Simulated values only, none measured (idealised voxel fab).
Process module name: voxel plated lines
In the cross-section labelled cut, the width is 265 nm and each square cell is 5 nm.
Bands, listed from the top down, are how a cross-section gets written in this document; the cross-section itself is a grid of square cells, and a band is one or more rows of them.
The entry gives the band's vertical extent as a top height and a bottom height in nm, then its horizontal make-up as materials from left to right, each with a width in nm. "empty" stands for empty space; a single material marked "edge to edge" fills the band edge to edge.
Heights are reckoned from 0. Under this level, the received wafer is all of one material. The bottommost band is open-ended downward, for example "from 0 down".
Read "30..40" as a graded width: first number on top, second number at the bottom, same change between each pair of neighbouring rows.
For the purposes of this document, the phrase "no modifications" attached to a step denotes that no cell within the cross-section was modified by that step.
What "Enclosed void entries" gives you is every empty space of 8 cells or more that is cut off from the top. Each appears as width x height at distance, with the distance taken from the left edge and width, height and distance all in nm.
Where a step's line continues beyond its settings, the continuation is a remark by the simulator itself on that step.
What "overlay nm" on a step's line means: if the step has a mask, that mask lay this far to the right of its planned place, or, when the value is negative, to the left.
Quick note on how to read the rest: it's all pairs. You get the cross-section before a process step and the one after, but the after one only goes down as far as the lowest band that changed. The step in between, with its settings, sits under the pair. Heads up, the pairs can come from different runs of this module on the same starting wafer, so don't assume a pair picks up from the one above unless its "State before" entry says it does.

-- State before
	from 0 down | Si edge to edge
	Enclosed void entries: none

-- Post-Step Geometry
	from 5 to 0 | SiO2 edge to edge
	Below 0, the layers are the same as they were.
	Enclosed void entries: none
Between before and after, shown above: CONFORMAL_DEP (material SiO2; thk nm 5)

State before: cross-section not repeated; it is the one shown after the step in the pair just above.

-- Post-Step Geometry
	from 10 to 5 | TiN edge to edge
	Below 5, the layers are the same as they were.
	Enclosed void entries: none
Between before and after, shown above: DIRECTIONAL_DEP (material TiN; thk nm 5)

State before: cross-section not repeated; it is the one shown after the step in the pair just above.

-- Post-Step Geometry
	from 40 to 10 | resist: 85  empty: 30  resist: 30  empty: 30  resist: 90
	Below 10, the layers are the same as they were.
	Enclosed void entries: none
Between before and after, shown above: PATTERN (tone open; mask id LINES; material resist; width nm 30; pitch nm 60; thk nm 30; overlay nm 0)

State before: cross-section not repeated; it is the one shown after the step in the pair just above.

-- Post-Step Geometry
	from 40 to 20 | resist: 85  empty: 30  resist: 30  empty: 30  resist: 90
	from 20 to 10 | resist: 85  Ru: 30  resist: 30  Ru: 30  resist: 90
	Below 10, the layers are the same as they were.
	Enclosed void entries: none
Between before and after, shown above: EPI (material Ru; thk nm 10)

State before: cross-section not repeated; it is the one shown after the step in the pair just above.

-- Post-Step Geometry
	from 40 to 30 | resist: 85  empty: 30  resist: 30  empty: 30  resist: 90
	from 30 to 10 | resist: 85  Ru: 30  resist: 30  Ru: 30  resist: 90
	Below 10, the layers are the same as they were.
	Enclosed void entries: none
Between before and after, shown above: EPI (material Ru; thk nm 10)

State before: cross-section not repeated; it is the one shown after the step in the pair just above.

-- Post-Step Geometry
	from 30 to 10 | empty: 85  Ru: 30  empty: 30  Ru: 30  empty: 90
	Below 10, the layers are the same as they were.
	Enclosed void entries: none
Between before and after, shown above: STRIP (etch materials resist)

State before: cross-section not repeated; it is the one shown after the step in the pair just above.

-- Post-Step Geometry
	from 30 to 10 | empty: 85  Ru: 30  empty: 30  Ru: 30  empty: 90
	from 10 to 5 | empty: 85  TiN: 30  empty: 30  TiN: 30  empty: 90
	Below 5, the layers are the same as they were.
	Enclosed void entries: none
Between before and after, shown above: DIRECTIONAL_ETCH (etch materials TiN; depth nm 5)

State before: cross-section not repeated; it is the one shown after the step in the pair just above.

-- Post-Step Geometry
	from 40 to 30 | empty: 75  SiO2: 50  empty: 10  SiO2: 50  empty: 80
	from 30 to 15 | empty: 75  SiO2: 10  Ru: 30  SiO2: 10  empty: 10  SiO2: 10  Ru: 30  SiO2: 10  empty: 80
	from 15 to 10 | SiO2: 85  Ru: 30  SiO2: 30  Ru: 30  SiO2: 90
	from 10 to 5 | SiO2: 85  TiN: 30  SiO2: 30  TiN: 30  SiO2: 90
	Below 5, the layers are the same as they were.
	Enclosed void entries: none
Between before and after, shown above: CONFORMAL_DEP (material SiO2; thk nm 10)

-- State before
	from 40 to 20 | resist: 85  empty: 30  resist: 30  empty: 30  resist: 90
	from 20 to 10 | resist: 85  Ru: 30  resist: 30  Ru: 30  resist: 90
	from 10 to 5 | TiN edge to edge
	from 5 to 0 | SiO2 edge to edge
	from 0 down | Si edge to edge
	Enclosed void entries: none

-- Post-Step Geometry
	from 20 to 10 | empty: 85  Ru: 30  empty: 30  Ru: 30  empty: 90
	Below 10, the layers are the same as they were.
	Enclosed void entries: none
Between before and after, shown above: STRIP (etch materials resist)

State before: cross-section not repeated; it is the one shown after the step in the pair just above.

-- Post-Step Geometry
	from 20 to 10 | empty: 85  Ru: 30  empty: 30  Ru: 30  empty: 90
	from 10 to 5 | empty: 85  TiN: 30  empty: 30  TiN: 30  empty: 90
	Below 5, the layers are the same as they were.
	Enclosed void entries: none
Between before and after, shown above: DIRECTIONAL_ETCH (etch materials TiN; depth nm 5)

State before: cross-section not repeated; it is the one shown after the step in the pair just above.

-- Post-Step Geometry
	from 30 to 20 | empty: 75  SiO2: 50  empty: 10  SiO2: 50  empty: 80
	from 20 to 15 | empty: 75  SiO2: 10  Ru: 30  SiO2: 10  empty: 10  SiO2: 10  Ru: 30  SiO2: 10  empty: 80
	from 15 to 10 | SiO2: 85  Ru: 30  SiO2: 30  Ru: 30  SiO2: 90
	from 10 to 5 | SiO2: 85  TiN: 30  SiO2: 30  TiN: 30  SiO2: 90
	Below 5, the layers are the same as they were.
	Enclosed void entries: none
Between before and after, shown above: CONFORMAL_DEP (material SiO2; thk nm 10)

-- State before
	from 40 to 30 | resist: 85  empty: 30  resist: 30  empty: 30  resist: 90
	from 30 to 10 | resist: 85  Ru: 30  resist: 30  Ru: 30  resist: 90
	from 10 to 5 | TiN edge to edge
	from 5 to 0 | SiO2 edge to edge
	from 0 down | Si edge to edge
	Enclosed void entries: none

-- Post-Step Geometry
	from 40 to 10 | resist: 85  Ru: 30  resist: 30  Ru: 30  resist: 90
	Below 10, the layers are the same as they were.
	Enclosed void entries: none
Between before and after, shown above: EPI (material Ru; thk nm 10)

State before: cross-section not repeated; it is the one shown after the step in the pair just above.

-- Post-Step Geometry
	from 40 to 10 | empty: 85  Ru: 30  empty: 30  Ru: 30  empty: 90
	Below 10, the layers are the same as they were.
	Enclosed void entries: none
Between before and after, shown above: STRIP (etch materials resist)

State before: cross-section not repeated; it is the one shown after the step in the pair just above.

-- Post-Step Geometry
	from 40 to 10 | empty: 85  Ru: 30  empty: 30  Ru: 30  empty: 90
	from 10 to 5 | empty: 85  TiN: 30  empty: 30  TiN: 30  empty: 90
	Below 5, the layers are the same as they were.
	Enclosed void entries: none
Between before and after, shown above: DIRECTIONAL_ETCH (etch materials TiN; depth nm 5)

State before: cross-section not repeated; it is the one shown after the step in the pair just above.

-- Post-Step Geometry
	from 50 to 40 | empty: 75  SiO2: 50  empty: 10  SiO2: 50  empty: 80
	from 40 to 15 | empty: 75  SiO2: 10  Ru: 30  SiO2: 10  empty: 10  SiO2: 10  Ru: 30  SiO2: 10  empty: 80
	from 15 to 10 | SiO2: 85  Ru: 30  SiO2: 30  Ru: 30  SiO2: 90
	from 10 to 5 | SiO2: 85  TiN: 30  SiO2: 30  TiN: 30  SiO2: 90
	Below 5, the layers are the same as they were.
	Enclosed void entries: none
Between before and after, shown above: CONFORMAL_DEP (material SiO2; thk nm 10)

-- State before
	from 20 to 10 | empty: 85  Ru: 30  empty: 30  Ru: 30  empty: 90
	from 10 to 5 | TiN edge to edge
	from 5 to 0 | SiO2 edge to edge
	from 0 down | Si edge to edge
	Enclosed void entries: none

-- Post-Step Geometry
	from 30 to 20 | empty: 75  Ru: 50  empty: 10  Ru: 50  empty: 80
	from 20 to 10 | Ru edge to edge
	Below 10, the layers are the same as they were.
	Enclosed void entries: none
Between before and after, shown above: EPI (material Ru; thk nm 10)

State before: cross-section not repeated; it is the one shown after the step in the pair just above.

-- Post-Step Geometry
	from 40 to 30 | empty: 65  SiO2: 130  empty: 70
	from 30 to 20 | SiO2: 75  Ru: 50  SiO2: 10  Ru: 50  SiO2: 80
	Below 20, the layers are the same as they were.
	Enclosed void entries: none
Between before and after, shown above: CONFORMAL_DEP (material SiO2; thk nm 10)

-- State before
	from 0 down | Si edge to edge
	Enclosed void entries: none

-- Post-Step Geometry
	from 15 to 0 | SiO2 edge to edge
	Below 0, the layers are the same as they were.
	Enclosed void entries: none
Between before and after, shown above: CONFORMAL_DEP (material SiO2; thk nm 15)

State before: cross-section not repeated; it is the one shown after the step in the pair just above.

-- Post-Step Geometry
	from 20 to 15 | TiN edge to edge
	Below 15, the layers are the same as they were.
	Enclosed void entries: none
Between before and after, shown above: DIRECTIONAL_DEP (material TiN; thk nm 5)

State before: cross-section not repeated; it is the one shown after the step in the pair just above.

-- Post-Step Geometry
	from 50 to 20 | resist: 85  empty: 30  resist: 30  empty: 30  resist: 90
	Below 20, the layers are the same as they were.
	Enclosed void entries: none
Between before and after, shown above: PATTERN (tone open; mask id LINES; material resist; width nm 30; pitch nm 60; thk nm 30; overlay nm 0)

State before: cross-section not repeated; it is the one shown after the step in the pair just above.

-- Post-Step Geometry
	from 50 to 30 | resist: 85  empty: 30  resist: 30  empty: 30  resist: 90
	from 30 to 20 | resist: 85  Ru: 30  resist: 30  Ru: 30  resist: 90
	Below 20, the layers are the same as they were.
	Enclosed void entries: none
Between before and after, shown above: EPI (material Ru; thk nm 10)

State before: cross-section not repeated; it is the one shown after the step in the pair just above.

-- Post-Step Geometry
	from 50 to 40 | resist: 85  empty: 30  resist: 30  empty: 30  resist: 90
	from 40 to 20 | resist: 85  Ru: 30  resist: 30  Ru: 30  resist: 90
	Below 20, the layers are the same as they were.
	Enclosed void entries: none
Between before and after, shown above: EPI (material Ru; thk nm 10)

State before: cross-section not repeated; it is the one shown after the step in the pair just above.

-- Post-Step Geometry
	from 40 to 20 | empty: 85  Ru: 30  empty: 30  Ru: 30  empty: 90
	Below 20, the layers are the same as they were.
	Enclosed void entries: none
Between before and after, shown above: STRIP (etch materials resist)

State before: cross-section not repeated; it is the one shown after the step in the pair just above.

-- Post-Step Geometry
	from 40 to 20 | empty: 85  Ru: 30  empty: 30  Ru: 30  empty: 90
	from 20 to 15 | empty: 85  TiN: 30  empty: 30  TiN: 30  empty: 90
	Below 15, the layers are the same as they were.
	Enclosed void entries: none
Between before and after, shown above: DIRECTIONAL_ETCH (etch materials TiN; depth nm 5)

State before: cross-section not repeated; it is the one shown after the step in the pair just above.

-- Post-Step Geometry
	from 50 to 40 | empty: 75  SiO2: 50  empty: 10  SiO2: 50  empty: 80
	from 40 to 25 | empty: 75  SiO2: 10  Ru: 30  SiO2: 10  empty: 10  SiO2: 10  Ru: 30  SiO2: 10  empty: 80
	from 25 to 20 | SiO2: 85  Ru: 30  SiO2: 30  Ru: 30  SiO2: 90
	from 20 to 15 | SiO2: 85  TiN: 30  SiO2: 30  TiN: 30  SiO2: 90
	Below 15, the layers are the same as they were.
	Enclosed void entries: none
Between before and after, shown above: CONFORMAL_DEP (material SiO2; thk nm 10)

-- State before
	from 10 to 5 | TiN edge to edge
	from 5 to 0 | SiO2 edge to edge
	from 0 down | Si edge to edge
	Enclosed void entries: none

-- Post-Step Geometry
	from 40 to 10 | resist: 90  empty: 20  resist: 40  empty: 20  resist: 95
	Below 10, the layers are the same as they were.
	Enclosed void entries: none
Between before and after, shown above: PATTERN (tone open; mask id LINES; material resist; width nm 20; pitch nm 60; thk nm 30; overlay nm 0)

State before: cross-section not repeated; it is the one shown after the step in the pair just above.

-- Post-Step Geometry
	from 40 to 20 | resist: 90  empty: 20  resist: 40  empty: 20  resist: 95
	from 20 to 10 | resist: 90  Ru: 20  resist: 40  Ru: 20  resist: 95
	Below 10, the layers are the same as they were.
	Enclosed void entries: none
Between before and after, shown above: EPI (material Ru; thk nm 10)

State before: cross-section not repeated; it is the one shown after the step in the pair just above.

-- Post-Step Geometry
	from 40 to 30 | resist: 90  empty: 20  resist: 40  empty: 20  resist: 95
	from 30 to 10 | resist: 90  Ru: 20  resist: 40  Ru: 20  resist: 95
	Below 10, the layers are the same as they were.
	Enclosed void entries: none
Between before and after, shown above: EPI (material Ru; thk nm 10)

State before: cross-section not repeated; it is the one shown after the step in the pair just above.

-- Post-Step Geometry
	from 30 to 10 | empty: 90  Ru: 20  empty: 40  Ru: 20  empty: 95
	Below 10, the layers are the same as they were.
	Enclosed void entries: none
Between before and after, shown above: STRIP (etch materials resist)

State before: cross-section not repeated; it is the one shown after the step in the pair just above.

-- Post-Step Geometry
	from 30 to 10 | empty: 90  Ru: 20  empty: 40  Ru: 20  empty: 95
	from 10 to 5 | empty: 90  TiN: 20  empty: 40  TiN: 20  empty: 95
	Below 5, the layers are the same as they were.
	Enclosed void entries: none
Between before and after, shown above: DIRECTIONAL_ETCH (etch materials TiN; depth nm 5)

State before: cross-section not repeated; it is the one shown after the step in the pair just above.

-- Post-Step Geometry
	from 40 to 30 | empty: 80  SiO2: 40  empty: 20  SiO2: 40  empty: 85
	from 30 to 15 | empty: 80  SiO2: 10  Ru: 20  SiO2: 10  empty: 20  SiO2: 10  Ru: 20  SiO2: 10  empty: 85
	from 15 to 10 | SiO2: 90  Ru: 20  SiO2: 40  Ru: 20  SiO2: 95
	from 10 to 5 | SiO2: 90  TiN: 20  SiO2: 40  TiN: 20  SiO2: 95
	Below 5, the layers are the same as they were.
	Enclosed void entries: none
Between before and after, shown above: CONFORMAL_DEP (material SiO2; thk nm 10)

-- State before
	from 10 to 5 | TiN edge to edge
	from 5 to 0 | SiO2 edge to edge
	from 0 down | Si edge to edge
	Enclosed void entries: none

-- Post-Step Geometry
	from 40 to 10 | resist: 80  empty: 30  resist: 30  empty: 30  resist: 95
	Below 10, the layers are the same as they were.
	Enclosed void entries: none
Between before and after, shown above: PATTERN (tone open; mask id LINES; material resist; width nm 30; pitch nm 60; thk nm 30; overlay nm -5)

State before: cross-section not repeated; it is the one shown after the step in the pair just above.

-- Post-Step Geometry
	from 40 to 20 | resist: 80  empty: 30  resist: 30  empty: 30  resist: 95
	from 20 to 10 | resist: 80  Ru: 30  resist: 30  Ru: 30  resist: 95
	Below 10, the layers are the same as they were.
	Enclosed void entries: none
Between before and after, shown above: EPI (material Ru; thk nm 10)

State before: cross-section not repeated; it is the one shown after the step in the pair just above.

-- Post-Step Geometry
	from 40 to 30 | resist: 80  empty: 30  resist: 30  empty: 30  resist: 95
	from 30 to 10 | resist: 80  Ru: 30  resist: 30  Ru: 30  resist: 95
	Below 10, the layers are the same as they were.
	Enclosed void entries: none
Between before and after, shown above: EPI (material Ru; thk nm 10)

State before: cross-section not repeated; it is the one shown after the step in the pair just above.

-- Post-Step Geometry
	from 30 to 10 | empty: 80  Ru: 30  empty: 30  Ru: 30  empty: 95
	Below 10, the layers are the same as they were.
	Enclosed void entries: none
Between before and after, shown above: STRIP (etch materials resist)

State before: cross-section not repeated; it is the one shown after the step in the pair just above.

-- Post-Step Geometry
	from 30 to 10 | empty: 80  Ru: 30  empty: 30  Ru: 30  empty: 95
	from 10 to 5 | empty: 80  TiN: 30  empty: 30  TiN: 30  empty: 95
	Below 5, the layers are the same as they were.
	Enclosed void entries: none
Between before and after, shown above: DIRECTIONAL_ETCH (etch materials TiN; depth nm 5)

State before: cross-section not repeated; it is the one shown after the step in the pair just above.

-- Post-Step Geometry
	from 40 to 30 | empty: 70  SiO2: 50  empty: 10  SiO2: 50  empty: 85
	from 30 to 15 | empty: 70  SiO2: 10  Ru: 30  SiO2: 10  empty: 10  SiO2: 10  Ru: 30  SiO2: 10  empty: 85
	from 15 to 10 | SiO2: 80  Ru: 30  SiO2: 30  Ru: 30  SiO2: 95
	from 10 to 5 | SiO2: 80  TiN: 30  SiO2: 30  TiN: 30  SiO2: 95
	Below 5, the layers are the same as they were.
	Enclosed void entries: none
Between before and after, shown above: CONFORMAL_DEP (material SiO2; thk nm 10)

-- State before
	from 5 to 0 | SiO2 edge to edge
	from 0 down | Si edge to edge
	Enclosed void entries: none

-- Post-Step Geometry
	from 10 to 5 | Ru edge to edge
	Below 5, the layers are the same as they were.
	Enclosed void entries: none
Between before and after, shown above: DIRECTIONAL_DEP (material Ru; thk nm 5)

State before: cross-section not repeated; it is the one shown after the step in the pair just above.

-- Post-Step Geometry
	from 40 to 10 | resist: 85  empty: 30  resist: 30  empty: 30  resist: 90
	Below 10, the layers are the same as they were.
	Enclosed void entries: none
Between before and after, shown above: PATTERN (tone open; mask id LINES; material resist; width nm 30; pitch nm 60; thk nm 30; overlay nm 0)

State before: cross-section not repeated; it is the one shown after the step in the pair just above.

-- Post-Step Geometry
	from 40 to 20 | resist: 85  empty: 30  resist: 30  empty: 30  resist: 90
	from 20 to 10 | resist: 85  Ru: 30  resist: 30  Ru: 30  resist: 90
	Below 10, the layers are the same as they were.
	Enclosed void entries: none
Between before and after, shown above: EPI (material Ru; thk nm 10)

State before: cross-section not repeated; it is the one shown after the step in the pair just above.

-- Post-Step Geometry
	from 40 to 30 | resist: 85  empty: 30  resist: 30  empty: 30  resist: 90
	from 30 to 10 | resist: 85  Ru: 30  resist: 30  Ru: 30  resist: 90
	Below 10, the layers are the same as they were.
	Enclosed void entries: none
Between before and after, shown above: EPI (material Ru; thk nm 10)

State before: cross-section not repeated; it is the one shown after the step in the pair just above.

-- Post-Step Geometry
	from 30 to 10 | empty: 85  Ru: 30  empty: 30  Ru: 30  empty: 90
	Below 10, the layers are the same as they were.
	Enclosed void entries: none
Between before and after, shown above: STRIP (etch materials resist)

State before: cross-section not repeated; it is the one shown after the step in the pair just above.

-- Post-Step Geometry
	from 40 to 30 | empty: 75  SiO2: 50  empty: 10  SiO2: 50  empty: 80
	from 30 to 20 | empty: 75  SiO2: 10  Ru: 30  SiO2: 10  empty: 10  SiO2: 10  Ru: 30  SiO2: 10  empty: 80
	from 20 to 10 | SiO2: 85  Ru: 30  SiO2: 30  Ru: 30  SiO2: 90
	Below 10, the layers are the same as they were.
	Enclosed void entries: none
Between before and after, shown above: CONFORMAL_DEP (material SiO2; thk nm 10)

-- State before
	from 10 to 5 | TiN edge to edge
	from 5 to 0 | SiO2 edge to edge
	from 0 down | Si edge to edge
	Enclosed void entries: none

-- Post-Step Geometry
	from 40 to 10 | empty: 85  resist: 30  empty: 30  resist: 30  empty: 90
	Below 10, the layers are the same as they were.
	Enclosed void entries: none
Between before and after, shown above: PATTERN (tone cover; mask id LINES; material resist; width nm 30; pitch nm 60; thk nm 30; overlay nm 0)

State before: cross-section not repeated; it is the one shown after the step in the pair just above.

-- Post-Step Geometry
	from 40 to 20 | empty: 85  resist: 30  empty: 30  resist: 30  empty: 90
	from 20 to 10 | Ru: 85  resist: 30  Ru: 30  resist: 30  Ru: 90
	Below 10, the layers are the same as they were.
	Enclosed void entries: none
Between before and after, shown above: EPI (material Ru; thk nm 10)

State before: cross-section not repeated; it is the one shown after the step in the pair just above.

-- Post-Step Geometry
	from 40 to 30 | empty: 85  resist: 30  empty: 30  resist: 30  empty: 90
	from 30 to 10 | Ru: 85  resist: 30  Ru: 30  resist: 30  Ru: 90
	Below 10, the layers are the same as they were.
	Enclosed void entries: none
Between before and after, shown above: EPI (material Ru; thk nm 10)

State before: cross-section not repeated; it is the one shown after the step in the pair just above.

-- Post-Step Geometry
	from 30 to 10 | Ru: 85  empty: 30  Ru: 30  empty: 30  Ru: 90
	Below 10, the layers are the same as they were.
	Enclosed void entries: none
Between before and after, shown above: STRIP (etch materials resist)

State before: cross-section not repeated; it is the one shown after the step in the pair just above.

-- Post-Step Geometry
	from 30 to 10 | Ru: 85  empty: 30  Ru: 30  empty: 30  Ru: 90
	from 10 to 5 | TiN: 85  empty: 30  TiN: 30  empty: 30  TiN: 90
	Below 5, the layers are the same as they were.
	Enclosed void entries: none
Between before and after, shown above: DIRECTIONAL_ETCH (etch materials TiN; depth nm 5)

State before: cross-section not repeated; it is the one shown after the step in the pair just above.

-- Post-Step Geometry
	from 40 to 30 | SiO2: 95  empty: 10  SiO2: 50  empty: 10  SiO2: 100
	from 30 to 15 | Ru: 85  SiO2: 10  empty: 10  SiO2: 10  Ru: 30  SiO2: 10  empty: 10  SiO2: 10  Ru: 90
	from 15 to 10 | Ru: 85  SiO2: 30  Ru: 30  SiO2: 30  Ru: 90
	from 10 to 5 | TiN: 85  SiO2: 30  TiN: 30  SiO2: 30  TiN: 90
	Below 5, the layers are the same as they were.
	Enclosed void entries: none
Between before and after, shown above: CONFORMAL_DEP (material SiO2; thk nm 10)
